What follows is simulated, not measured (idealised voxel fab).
process module | voxel capacitor over wiring
cross-section cut | 270 nm wide | cells 5 nm
A cross-section is a grid of square cells, given in bands from the top down. A band is one or more rows of cells.
Each band's line starts with the height of the band's top and of its bottom, in nm. Then come its materials from left to right, each with its width in nm. One material with "throughout" fills the band from edge to edge. "air" is empty space.
Height 0 is the level under which the wafer as received is all one material. The lowest band goes on downwards, as in "0 down".
A width such as "30 to 40" changes by the same amount from each row of cells to the next, from the band's top row to its bottom row.
"no change" after a step means that no cell of the cross-section changed.
closed voids: empty space of 8 cells or more with no open way to the top, each as width x height at its distance from the left edge, in nm
after a step's settings: what the simulator itself notes on the step
overlay nm, on a step with a mask: how far to the right of its planned place the mask lay; to the left if negative
plan
1 op RECEIVE | material Si
2 op CONFORMAL_DEP | material SiO2 | thk nm 15
3 op CONFORMAL_DEP | material SiCN | thk nm 5
4 op DIRECTIONAL_DEP | material lowk | thk nm 15
5 op PATTERN | tone open | mask id METAL_1 | material resist | width nm 25 | pitch nm 95 | thk nm 15 | overlay nm 0
6 op DIRECTIONAL_ETCH | etch materials lowk | depth nm 15
7 op DIRECTIONAL_ETCH | etch materials SiCN | depth nm 5
8 op STRIP | etch materials resist
9 op CONFORMAL_DEP | material TiN | thk nm 5
10 op FILL_DEP | material W | thk nm 10
11 op CMP | height nm 35
12 op EPI | material Ru | thk nm 5
13 op FILL_DEP | material SiCN | thk nm 5
14 op DIRECTIONAL_DEP | material SiO2 | thk nm 15
15 op MASKED_ETCH | tone open | mask id PLUG_1 | width nm 15 | etch materials SiO2 | depth nm 15 | overlay nm 0
16 op MASKED_ETCH | tone open | mask id PLUG_1 | width nm 15 | etch materials SiCN | depth nm 5 | overlay nm 0
17 op EPI | material Ru | thk nm 10
18 op EPI | material Ru | thk nm 10
19 op DIRECTIONAL_DEP | material TiN | thk nm 5
20 op DIRECTIONAL_DEP | material SiN | thk nm 5
21 op DIRECTIONAL_DEP | material TiN | thk nm 10
22 op MASKED_ETCH | tone cover | mask id UPPER_PLATE | width nm 75 | etch materials TiN | depth nm 10 | overlay nm 0
23 op MASKED_ETCH | tone cover | mask id UPPER_PLATE | width nm 75 | etch materials SiN | depth nm 5 | overlay nm 0
24 op DIRECTIONAL_DEP | material aC | thk nm 10
25 op PATTERN | tone cover | mask id LOWER_PLATE | material resist | width nm 85 | thk nm 25 | overlay nm 0
26 op DIRECTIONAL_ETCH | etch materials aC | depth nm 10
27 op STRIP | etch materials resist
28 op DIRECTIONAL_ETCH | etch materials TiN | depth nm 5
29 op STRIP | etch materials aC
30 op FILL_DEP | material SiO2 | thk nm 20
31 op CMP | height nm 95
32 op PATTERN | tone open | mask id PLUG_2 | material resist | width nm 15 | thk nm 20 | overlay nm 0
33 op DIRECTIONAL_ETCH | etch materials SiO2 | depth nm 15
34 op STRIP | etch materials resist
35 op CONFORMAL_DEP | material TiN | thk nm 5
36 op FILL_DEP | material W | thk nm 10
37 op CMP | height nm 95
38 op CONFORMAL_DEP | material SiCN | thk nm 5
first wafer, as planned
as received, after step 1
  0 down: Si throughout
  closed voids: none
after step 2
  15 to 0: SiO2 throughout
  below 0: unchanged
after step 3
  20 to 15: SiCN throughout
  below 15: unchanged
after step 4
  35 to 20: lowk throughout
  below 20: unchanged
after step 5
  50 to 35: resist 75 | air 25 | resist 70 | air 25 | resist 75
  below 35: unchanged
after step 6
  50 to 35: resist 75 | air 25 | resist 70 | air 25 | resist 75
  35 to 20: lowk 75 | air 25 | lowk 70 | air 25 | lowk 75
  below 20: unchanged
after step 7
  50 to 35: resist 75 | air 25 | resist 70 | air 25 | resist 75
  35 to 20: lowk 75 | air 25 | lowk 70 | air 25 | lowk 75
  20 to 15: SiCN 75 | air 25 | SiCN 70 | air 25 | SiCN 75
  below 15: unchanged
after step 8
  35 to 20: lowk 75 | air 25 | lowk 70 | air 25 | lowk 75
  below 20: unchanged
after step 9
  40 to 35: TiN 80 | air 15 | TiN 80 | air 15 | TiN 80
  35 to 20: lowk 75 | TiN 5 | air 15 | TiN 5 | lowk 70 | TiN 5 | air 15 | TiN 5 | lowk 75
  20 to 15: SiCN 75 | TiN 25 | SiCN 70 | TiN 25 | SiCN 75
  below 15: unchanged
after step 10
  50 to 40: W throughout
  40 to 35: TiN 80 | W 15 | TiN 80 | W 15 | TiN 80
  35 to 20: lowk 75 | TiN 5 | W 15 | TiN 5 | lowk 70 | TiN 5 | W 15 | TiN 5 | lowk 75
  below 20: unchanged
after step 11
  35 to 20: lowk 75 | TiN 5 | W 15 | TiN 5 | lowk 70 | TiN 5 | W 15 | TiN 5 | lowk 75
  below 20: unchanged
after step 12
  40 to 35: air 70 | Ru 35 | air 60 | Ru 35 | air 70
  below 35: unchanged
after step 13
  45 to 40: SiCN throughout
  40 to 35: SiCN 70 | Ru 35 | SiCN 60 | Ru 35 | SiCN 70
  below 35: unchanged
after step 14
  60 to 45: SiO2 throughout
  below 45: unchanged
after step 15
  60 to 45: SiO2 85 | air 15 | SiO2 170
  below 45: unchanged
after step 16
  60 to 45: SiO2 85 | air 15 | SiO2 170
  45 to 40: SiCN 85 | air 15 | SiCN 170
  below 40: unchanged
after step 17
  60 to 50: SiO2 85 | air 15 | SiO2 170
  50 to 45: SiO2 85 | Ru 15 | SiO2 170
  45 to 40: SiCN 85 | Ru 15 | SiCN 170
  below 40: unchanged
after step 18
  60 to 45: SiO2 85 | Ru 15 | SiO2 170
  below 45: unchanged
after step 19
  65 to 60: TiN throughout
  below 60: unchanged
after step 20
  70 to 65: SiN throughout
  below 65: unchanged
after step 21
  80 to 70: TiN throughout
  below 70: unchanged
after step 22
  80 to 70: air 85 | TiN 75 | air 110
  below 70: unchanged
after step 23
  80 to 70: air 85 | TiN 75 | air 110
  70 to 65: air 85 | SiN 75 | air 110
  below 65: unchanged
after step 24
  90 to 80: air 85 | aC 75 | air 110
  80 to 75: air 85 | TiN 75 | air 110
  75 to 70: aC 85 | TiN 75 | aC 110
  70 to 65: aC 85 | SiN 75 | aC 110
  below 65: unchanged
after step 25
  115 to 90: air 80 | resist 85 | air 105
  90 to 80: air 80 | resist 5 | aC 75 | resist 5 | air 105
  80 to 75: air 80 | resist 5 | TiN 75 | resist 5 | air 105
  below 75: unchanged
after step 26
  105 to 90: air 80 | resist 85 | air 105
  90 to 80: air 80 | resist 5 | aC 75 | resist 5 | air 105
  80 to 75: air 80 | resist 5 | TiN 75 | resist 5 | air 105
  75 to 70: air 80 | aC 5 | TiN 75 | aC 5 | air 105
  70 to 65: air 80 | aC 5 | SiN 75 | aC 5 | air 105
  below 65: unchanged
after step 27
  90 to 80: air 85 | aC 75 | air 110
  80 to 75: air 85 | TiN 75 | air 110
  below 75: unchanged
after step 28
  90 to 80: air 85 | aC 75 | air 110
  80 to 75: air 85 | TiN 75 | air 110
  75 to 70: air 80 | aC 5 | TiN 75 | aC 5 | air 105
  70 to 65: air 80 | aC 5 | SiN 75 | aC 5 | air 105
  65 to 60: air 80 | TiN 85 | air 105
  below 60: unchanged
after step 29
  80 to 70: air 85 | TiN 75 | air 110
  70 to 65: air 85 | SiN 75 | air 110
  below 65: unchanged
after step 30
  100 to 80: SiO2 throughout
  80 to 70: SiO2 85 | TiN 75 | SiO2 110
  70 to 65: SiO2 85 | SiN 75 | SiO2 110
  65 to 60: SiO2 80 | TiN 85 | SiO2 105
  below 60: unchanged
after step 31
  95 to 80: SiO2 throughout
  below 80: unchanged
after step 32
  115 to 95: resist 95 | air 15 | resist 160
  below 95: unchanged
after step 33
  115 to 95: resist 95 | air 15 | resist 160
  95 to 80: SiO2 95 | air 15 | SiO2 160
  below 80: unchanged
after step 34
  95 to 80: SiO2 95 | air 15 | SiO2 160
  below 80: unchanged
after step 35
  100 to 95: TiN 100 | air 5 | TiN 165
  95 to 85: SiO2 95 | TiN 5 | air 5 | TiN 5 | SiO2 160
  85 to 80: SiO2 95 | TiN 15 | SiO2 160
  below 80: unchanged
after step 36
  110 to 100: W throughout
  100 to 95: TiN 100 | W 5 | TiN 165
  95 to 85: SiO2 95 | TiN 5 | W 5 | TiN 5 | SiO2 160
  below 85: unchanged
after step 37
  95 to 85: SiO2 95 | TiN 5 | W 5 | TiN 5 | SiO2 160
  below 85: unchanged
after step 38
  100 to 95: SiCN throughout
  below 95: unchanged
second wafer: like start, like plan, one mistake. Through step 4 it matches the first wafer
when step 5 should have ended
  50 to 35: air 75 | resist 25 | air 70 | resist 25 | air 75
  below 35: unchanged
when step 6 should have ended
  50 to 35: air 75 | resist 25 | air 70 | resist 25 | air 75
  35 to 20: air 75 | lowk 25 | air 70 | lowk 25 | air 75
  below 20: unchanged
when step 7 should have ended
  50 to 35: air 75 | resist 25 | air 70 | resist 25 | air 75
  35 to 20: air 75 | lowk 25 | air 70 | lowk 25 | air 75
  20 to 15: air 75 | SiCN 25 | air 70 | SiCN 25 | air 75
  below 15: unchanged
when step 8 should have ended
  35 to 20: air 75 | lowk 25 | air 70 | lowk 25 | air 75
  below 20: unchanged
when step 9 should have ended
  40 to 35: air 70 | TiN 35 | air 60 | TiN 35 | air 70
  35 to 20: air 70 | TiN 5 | lowk 25 | TiN 5 | air 60 | TiN 5 | lowk 25 | TiN 5 | air 70
  20 to 15: TiN 75 | SiCN 25 | TiN 70 | SiCN 25 | TiN 75
  below 15: unchanged
when step 10 should have ended
  50 to 40: W throughout
  40 to 35: W 70 | TiN 35 | W 60 | TiN 35 | W 70
  35 to 20: W 70 | TiN 5 | lowk 25 | TiN 5 | W 60 | TiN 5 | lowk 25 | TiN 5 | W 70
  below 20: unchanged
when step 11 should have ended
  35 to 20: W 70 | TiN 5 | lowk 25 | TiN 5 | W 60 | TiN 5 | lowk 25 | TiN 5 | W 70
  below 20: unchanged
when step 12 should have ended
  40 to 35: Ru 80 | air 15 | Ru 80 | air 15 | Ru 80
  below 35: unchanged
when step 13 should have ended
  45 to 40: SiCN throughout
  40 to 35: Ru 80 | SiCN 15 | Ru 80 | SiCN 15 | Ru 80
  below 35: unchanged
when step 14 should have ended
  60 to 45: SiO2 throughout
  below 45: unchanged
when step 15 should have ended
  60 to 45: SiO2 85 | air 15 | SiO2 170
  below 45: unchanged
when step 16 should have ended
  60 to 45: SiO2 85 | air 15 | SiO2 170
  45 to 40: SiCN 85 | air 15 | SiCN 170
  below 40: unchanged
when step 17 should have ended
  60 to 50: SiO2 85 | air 15 | SiO2 170
  50 to 45: SiO2 85 | Ru 15 | SiO2 170
  45 to 40: SiCN 85 | Ru 15 | SiCN 170
  below 40: unchanged
when step 18 should have ended
  60 to 45: SiO2 85 | Ru 15 | SiO2 170
  below 45: unchanged
when step 19 should have ended
  65 to 60: TiN throughout
  below 60: unchanged
when step 20 should have ended
  70 to 65: SiN throughout
  below 65: unchanged
when step 21 should have ended
  80 to 70: TiN throughout
  below 70: unchanged
when step 22 should have ended
  80 to 70: air 85 | TiN 75 | air 110
  below 70: unchanged
when step 23 should have ended
  80 to 70: air 85 | TiN 75 | air 110
  70 to 65: air 85 | SiN 75 | air 110
  below 65: unchanged
when step 24 should have ended
  90 to 80: air 85 | aC 75 | air 110
  80 to 75: air 85 | TiN 75 | air 110
  75 to 70: aC 85 | TiN 75 | aC 110
  70 to 65: aC 85 | SiN 75 | aC 110
  below 65: unchanged
when step 25 should have ended
  115 to 90: air 80 | resist 85 | air 105
  90 to 80: air 80 | resist 5 | aC 75 | resist 5 | air 105
  80 to 75: air 80 | resist 5 | TiN 75 | resist 5 | air 105
  below 75: unchanged
when step 26 should have ended
  105 to 90: air 80 | resist 85 | air 105
  90 to 80: air 80 | resist 5 | aC 75 | resist 5 | air 105
  80 to 75: air 80 | resist 5 | TiN 75 | resist 5 | air 105
  75 to 70: air 80 | aC 5 | TiN 75 | aC 5 | air 105
  70 to 65: air 80 | aC 5 | SiN 75 | aC 5 | air 105
  below 65: unchanged
when step 27 should have ended
  90 to 80: air 85 | aC 75 | air 110
  80 to 75: air 85 | TiN 75 | air 110
  below 75: unchanged
when step 28 should have ended
  90 to 80: air 85 | aC 75 | air 110
  80 to 75: air 85 | TiN 75 | air 110
  75 to 70: air 80 | aC 5 | TiN 75 | aC 5 | air 105
  70 to 65: air 80 | aC 5 | SiN 75 | aC 5 | air 105
  65 to 60: air 80 | TiN 85 | air 105
  below 60: unchanged
when step 29 should have ended
  80 to 70: air 85 | TiN 75 | air 110
  70 to 65: air 85 | SiN 75 | air 110
  below 65: unchanged
when step 30 should have ended
  100 to 80: SiO2 throughout
  80 to 70: SiO2 85 | TiN 75 | SiO2 110
  70 to 65: SiO2 85 | SiN 75 | SiO2 110
  65 to 60: SiO2 80 | TiN 85 | SiO2 105
  below 60: unchanged
when step 31 should have ended
  95 to 80: SiO2 throughout
  below 80: unchanged
when step 32 should have ended
  115 to 95: resist 95 | air 15 | resist 160
  below 95: unchanged
when step 33 should have ended
  115 to 95: resist 95 | air 15 | resist 160
  95 to 80: SiO2 95 | air 15 | SiO2 160
  below 80: unchanged
when step 34 should have ended
  95 to 80: SiO2 95 | air 15 | SiO2 160
  below 80: unchanged
when step 35 should have ended
  100 to 95: TiN 100 | air 5 | TiN 165
  95 to 85: SiO2 95 | TiN 5 | air 5 | TiN 5 | SiO2 160
  85 to 80: SiO2 95 | TiN 15 | SiO2 160
  below 80: unchanged
when step 36 should have ended
  110 to 100: W throughout
  100 to 95: TiN 100 | W 5 | TiN 165
  95 to 85: SiO2 95 | TiN 5 | W 5 | TiN 5 | SiO2 160
  below 85: unchanged
when step 37 should have ended
  95 to 85: SiO2 95 | TiN 5 | W 5 | TiN 5 | SiO2 160
  below 85: unchanged
when step 38 should have ended
  100 to 95: SiCN throughout
  below 95: unchanged
what went wrong: step 5 ran as: op PATTERN | tone cover | mask id METAL_1 | material resist | width nm 25 | pitch nm 95 | thk nm 15 | overlay nm 0
at the end the second wafer has, in cells: 34 more of Ru | 68 fewer of SiCN | 34 more of TiN | 102 more of W | 102 fewer of lowk
